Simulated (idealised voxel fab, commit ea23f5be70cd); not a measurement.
process module | voxel self aligned contacts
The cross-section on display is named cut; it measures 210 nm wide, and its cells are 5 nm squares.
In what follows, cross-sections appear as grids of square cells, described through bands that run from the top down, where every band is one or more rows of cells.
Look at the band entry: it leads with the top's height and the bottom's height in nm. Then it lists the materials left to right, with a width in nm for each. The word "edge to edge" on a single material says that material fills the band edge to edge. The word "blank" is empty space.
Height reference: 0 = level under which incoming wafer is all one material. Lowest band: no bottom, runs on downward, e.g. "0 down".
Read "30->40" as a graded width: first number on top, second number at the bottom, same change between each pair of neighbouring rows.
Take "no change" at face value: in the step it is given for, the cross-section changed in none of its cells.
"Closed void catalog": sealed empty spaces, 8 cells or more, no open way to top, listed width x height at distance, with distance from the left edge and width, height and distance in nm.
On a step's line, text after the settings is the simulator commenting on that step.
A step's line can hold "overlay nm"; with a mask on that step, the setting says how far right of the planned place the mask lay, while a negative setting says it lay to the left.

The following list gives the planned process steps:
1. RECEIVE: material Si
2. OXIDIZE: depth nm 5
3. DIRECTIONAL_DEP: material polySi, thk nm 30
4. DIRECTIONAL_DEP: material SiN, thk nm 20
5. PATTERN: tone cover, mask id GATE, material resist, width nm 30, pitch nm 65, thk nm 20, overlay nm 0
6. DIRECTIONAL_ETCH: etch materials SiN, depth nm 20
7. DIRECTIONAL_ETCH: etch materials polySi, depth nm 30
8. STRIP: etch materials resist
9. CONFORMAL_DEP: material SiN, thk nm 10
10. DIRECTIONAL_ETCH: etch materials SiN, depth nm 10
11. FILL_DEP: material SiO2, thk nm 15
12. CMP: height nm 55
13. PATTERN: tone open, mask id CONTACT, material resist, width nm 45, pitch nm 65, thk nm 15, overlay nm 0
14. DIRECTIONAL_ETCH: etch materials SiO2, depth nm 60
15. STRIP: etch materials resist
16. CONFORMAL_DEP: material TiN, thk nm 5
17. FILL_DEP: material W, thk nm 5
18. CMP: height nm 55
19. CONFORMAL_DEP: material SiCN, thk nm 5

First of the two wafers, run per plan:

Cross-section of the incoming wafer, state after step 1:
* 0 down | Si edge to edge
* Closed void catalog: none

Wafer after step 2 (cross-section):
* 0 to -5 | SiO2 edge to edge
* For the remainder of the cross-section, below -5, there is no change.

Wafer after step 3 (cross-section):
* 30 to 0 | polySi edge to edge
* For the remainder of the cross-section, below 0, there is no change.

Wafer after step 4 (cross-section):
* 50 to 30 | SiN edge to edge
* For the remainder of the cross-section, below 30, there is no change.

Wafer after step 5 (cross-section):
* 70 to 50 | 25 blank, 30 resist, 35 blank, 30 resist, 35 blank, 30 resist, 25 blank
* For the remainder of the cross-section, below 50, there is no change.

Wafer after step 6 (cross-section):
* 70 to 50 | 25 blank, 30 resist, 35 blank, 30 resist, 35 blank, 30 resist, 25 blank
* 50 to 30 | 25 blank, 30 SiN, 35 blank, 30 SiN, 35 blank, 30 SiN, 25 blank
* For the remainder of the cross-section, below 30, there is no change.

Wafer after step 7 (cross-section):
* 70 to 50 | 25 blank, 30 resist, 35 blank, 30 resist, 35 blank, 30 resist, 25 blank
* 50 to 30 | 25 blank, 30 SiN, 35 blank, 30 SiN, 35 blank, 30 SiN, 25 blank
* 30 to 0 | 25 blank, 30 polySi, 35 blank, 30 polySi, 35 blank, 30 polySi, 25 blank
* For the remainder of the cross-section, below 0, there is no change.

Wafer after step 8 (cross-section):
* 50 to 30 | 25 blank, 30 SiN, 35 blank, 30 SiN, 35 blank, 30 SiN, 25 blank
* For the remainder of the cross-section, below 30, there is no change.

Wafer after step 9 (cross-section):
* 60 to 30 | 15 blank, 50 SiN, 15 blank, 50 SiN, 15 blank, 50 SiN, 15 blank
* 30 to 10 | 15 blank, 10 SiN, 30 polySi, 10 SiN, 15 blank, 10 SiN, 30 polySi, 10 SiN, 15 blank, 10 SiN, 30 polySi, 10 SiN, 15 blank
* 10 to 0 | 25 SiN, 30 polySi, 35 SiN, 30 polySi, 35 SiN, 30 polySi, 25 SiN
* For the remainder of the cross-section, below 0, there is no change.

Wafer after step 10 (cross-section):
* 50 to 30 | 15 blank, 50 SiN, 15 blank, 50 SiN, 15 blank, 50 SiN, 15 blank
* 30 to 0 | 15 blank, 10 SiN, 30 polySi, 10 SiN, 15 blank, 10 SiN, 30 polySi, 10 SiN, 15 blank, 10 SiN, 30 polySi, 10 SiN, 15 blank
* For the remainder of the cross-section, below 0, there is no change.

Wafer after step 11 (cross-section):
* 65 to 50 | SiO2 edge to edge
* 50 to 30 | 15 SiO2, 50 SiN, 15 SiO2, 50 SiN, 15 SiO2, 50 SiN, 15 SiO2
* 30 to 0 | 15 SiO2, 10 SiN, 30 polySi, 10 SiN, 15 SiO2, 10 SiN, 30 polySi, 10 SiN, 15 SiO2, 10 SiN, 30 polySi, 10 SiN, 15 SiO2
* For the remainder of the cross-section, below 0, there is no change.

Wafer after step 12 (cross-section):
* 55 to 50 | SiO2 edge to edge
* For the remainder of the cross-section, below 50, there is no change.

Wafer after step 13 (cross-section):
* 70 to 55 | 50 resist, 45 blank, 20 resist, 45 blank, 50 resist
* For the remainder of the cross-section, below 55, there is no change.

Wafer after step 14 (cross-section):
* 70 to 55 | 50 resist, 45 blank, 20 resist, 45 blank, 50 resist
* 55 to 50 | 50 SiO2, 45 blank, 20 SiO2, 45 blank, 50 SiO2
* 50 to 30 | 15 SiO2, 50 SiN, 15 blank, 50 SiN, 15 blank, 50 SiN, 15 SiO2
* 30 to 0 | 15 SiO2, 10 SiN, 30 polySi, 10 SiN, 15 blank, 10 SiN, 30 polySi, 10 SiN, 15 blank, 10 SiN, 30 polySi, 10 SiN, 15 SiO2
* 0 to -5 | 65 SiO2, 15 blank, 50 SiO2, 15 blank, 65 SiO2
* For the remainder of the cross-section, below -5, there is no change.

Wafer after step 15 (cross-section):
* 55 to 50 | 50 SiO2, 45 blank, 20 SiO2, 45 blank, 50 SiO2
* For the remainder of the cross-section, below 50, there is no change.

Wafer after step 16 (cross-section):
* 60 to 55 | 55 TiN, 35 blank, 30 TiN, 35 blank, 55 TiN
* 55 to 50 | 50 SiO2, 20 TiN, 5 blank, 20 TiN, 20 SiO2, 20 TiN, 5 blank, 20 TiN, 50 SiO2
* 50 to 30 | 15 SiO2, 50 SiN, 5 TiN, 5 blank, 5 TiN, 50 SiN, 5 TiN, 5 blank, 5 TiN, 50 SiN, 15 SiO2
* 30 to 0 | 15 SiO2, 10 SiN, 30 polySi, 10 SiN, 5 TiN, 5 blank, 5 TiN, 10 SiN, 30 polySi, 10 SiN, 5 TiN, 5 blank, 5 TiN, 10 SiN, 30 polySi, 10 SiN, 15 SiO2
* 0 to -5 | 65 SiO2, 15 TiN, 50 SiO2, 15 TiN, 65 SiO2
* For the remainder of the cross-section, below -5, there is no change.

Wafer after step 17 (cross-section):
* 65 to 60 | W edge to edge
* 60 to 55 | 55 TiN, 35 W, 30 TiN, 35 W, 55 TiN
* 55 to 50 | 50 SiO2, 20 TiN, 5 W, 20 TiN, 20 SiO2, 20 TiN, 5 W, 20 TiN, 50 SiO2
* 50 to 30 | 15 SiO2, 50 SiN, 5 TiN, 5 W, 5 TiN, 50 SiN, 5 TiN, 5 W, 5 TiN, 50 SiN, 15 SiO2
* 30 to 0 | 15 SiO2, 10 SiN, 30 polySi, 10 SiN, 5 TiN, 5 W, 5 TiN, 10 SiN, 30 polySi, 10 SiN, 5 TiN, 5 W, 5 TiN, 10 SiN, 30 polySi, 10 SiN, 15 SiO2
* For the remainder of the cross-section, below 0, there is no change.

Wafer after step 18 (cross-section):
* 55 to 50 | 50 SiO2, 20 TiN, 5 W, 20 TiN, 20 SiO2, 20 TiN, 5 W, 20 TiN, 50 SiO2
* For the remainder of the cross-section, below 50, there is no change.

Wafer after step 19 (cross-section):
* 60 to 55 | SiCN edge to edge
* For the remainder of the cross-section, below 55, there is no change.

The remaining wafer, second of the two, started like the first and was run to the same plan, except that one mistake was made along the way; the two coincide through step 2, inclusive:

X-section, second wafer, when step 3 was due to finish:
* 60 to 0 | polySi edge to edge
* For the remainder of the cross-section, below 0, there is no change.

X-section, second wafer, when step 4 was due to finish:
* 80 to 60 | SiN edge to edge
* For the remainder of the cross-section, below 60, there is no change.

X-section, second wafer, when step 5 was due to finish:
* 100 to 80 | 25 blank, 30 resist, 35 blank, 30 resist, 35 blank, 30 resist, 25 blank
* For the remainder of the cross-section, below 80, there is no change.

X-section, second wafer, when step 6 was due to finish:
* 100 to 80 | 25 blank, 30 resist, 35 blank, 30 resist, 35 blank, 30 resist, 25 blank
* 80 to 60 | 25 blank, 30 SiN, 35 blank, 30 SiN, 35 blank, 30 SiN, 25 blank
* For the remainder of the cross-section, below 60, there is no change.

X-section, second wafer, when step 7 was due to finish:
* 100 to 80 | 25 blank, 30 resist, 35 blank, 30 resist, 35 blank, 30 resist, 25 blank
* 80 to 60 | 25 blank, 30 SiN, 35 blank, 30 SiN, 35 blank, 30 SiN, 25 blank
* 60 to 30 | 25 blank, 30 polySi, 35 blank, 30 polySi, 35 blank, 30 polySi, 25 blank
* For the remainder of the cross-section, below 30, there is no change.

X-section, second wafer, when step 8 was due to finish:
* 80 to 60 | 25 blank, 30 SiN, 35 blank, 30 SiN, 35 blank, 30 SiN, 25 blank
* For the remainder of the cross-section, below 60, there is no change.

X-section, second wafer, when step 9 was due to finish:
* 90 to 60 | 15 blank, 50 SiN, 15 blank, 50 SiN, 15 blank, 50 SiN, 15 blank
* 60 to 40 | 15 blank, 10 SiN, 30 polySi, 10 SiN, 15 blank, 10 SiN, 30 polySi, 10 SiN, 15 blank, 10 SiN, 30 polySi, 10 SiN, 15 blank
* 40 to 30 | 25 SiN, 30 polySi, 35 SiN, 30 polySi, 35 SiN, 30 polySi, 25 SiN
* For the remainder of the cross-section, below 30, there is no change.

X-section, second wafer, when step 10 was due to finish:
* 80 to 60 | 15 blank, 50 SiN, 15 blank, 50 SiN, 15 blank, 50 SiN, 15 blank
* 60 to 30 | 15 blank, 10 SiN, 30 polySi, 10 SiN, 15 blank, 10 SiN, 30 polySi, 10 SiN, 15 blank, 10 SiN, 30 polySi, 10 SiN, 15 blank
* For the remainder of the cross-section, below 30, there is no change.

X-section, second wafer, when step 11 was due to finish:
* 95 to 80 | SiO2 edge to edge
* 80 to 60 | 15 SiO2, 50 SiN, 15 SiO2, 50 SiN, 15 SiO2, 50 SiN, 15 SiO2
* 60 to 30 | 15 SiO2, 10 SiN, 30 polySi, 10 SiN, 15 SiO2, 10 SiN, 30 polySi, 10 SiN, 15 SiO2, 10 SiN, 30 polySi, 10 SiN, 15 SiO2
* For the remainder of the cross-section, below 30, there is no change.

X-section, second wafer, when step 12 was due to finish:
* 55 to 30 | 15 SiO2, 10 SiN, 30 polySi, 10 SiN, 15 SiO2, 10 SiN, 30 polySi, 10 SiN, 15 SiO2, 10 SiN, 30 polySi, 10 SiN, 15 SiO2
* For the remainder of the cross-section, below 30, there is no change.

X-section, second wafer, when step 13 was due to finish:
* 70 to 55 | 50 resist, 45 blank, 20 resist, 45 blank, 50 resist
* For the remainder of the cross-section, below 55, there is no change.

X-section, second wafer, when step 14 was due to finish:
* 70 to 55 | 50 resist, 45 blank, 20 resist, 45 blank, 50 resist
* 55 to 30 | 15 SiO2, 10 SiN, 30 polySi, 10 SiN, 15 blank, 10 SiN, 30 polySi, 10 SiN, 15 blank, 10 SiN, 30 polySi, 10 SiN, 15 SiO2
* For the remainder of the cross-section, below 30, there is no change.

X-section, second wafer, when step 15 was due to finish:
* 55 to 30 | 15 SiO2, 10 SiN, 30 polySi, 10 SiN, 15 blank, 10 SiN, 30 polySi, 10 SiN, 15 blank, 10 SiN, 30 polySi, 10 SiN, 15 SiO2
* For the remainder of the cross-section, below 30, there is no change.

X-section, second wafer, when step 16 was due to finish:
* 60 to 55 | 70 TiN, 5 blank, 60 TiN, 5 blank, 70 TiN
* 55 to 35 | 15 SiO2, 10 SiN, 30 polySi, 10 SiN, 5 TiN, 5 blank, 5 TiN, 10 SiN, 30 polySi, 10 SiN, 5 TiN, 5 blank, 5 TiN, 10 SiN, 30 polySi, 10 SiN, 15 SiO2
* 35 to 30 | 15 SiO2, 10 SiN, 30 polySi, 10 SiN, 15 TiN, 10 SiN, 30 polySi, 10 SiN, 15 TiN, 10 SiN, 30 polySi, 10 SiN, 15 SiO2
* For the remainder of the cross-section, below 30, there is no change.

X-section, second wafer, when step 17 was due to finish:
* 65 to 60 | W edge to edge
* 60 to 55 | 70 TiN, 5 W, 60 TiN, 5 W, 70 TiN
* 55 to 35 | 15 SiO2, 10 SiN, 30 polySi, 10 SiN, 5 TiN, 5 W, 5 TiN, 10 SiN, 30 polySi, 10 SiN, 5 TiN, 5 W, 5 TiN, 10 SiN, 30 polySi, 10 SiN, 15 SiO2
* For the remainder of the cross-section, below 35, there is no change.

X-section, second wafer, when step 18 was due to finish:
* 55 to 35 | 15 SiO2, 10 SiN, 30 polySi, 10 SiN, 5 TiN, 5 W, 5 TiN, 10 SiN, 30 polySi, 10 SiN, 5 TiN, 5 W, 5 TiN, 10 SiN, 30 polySi, 10 SiN, 15 SiO2
* For the remainder of the cross-section, below 35, there is no change.

X-section, second wafer, when step 19 was due to finish:
* 60 to 55 | SiCN edge to edge
* For the remainder of the cross-section, below 55, there is no change.
what went wrong: plan step 3 was conducted twice
Per the end-of-run cell counts, the second wafer holds more or fewer of some materials than the first: SiN -132, SiO2 -48, TiN -40, W -14, polySi +234
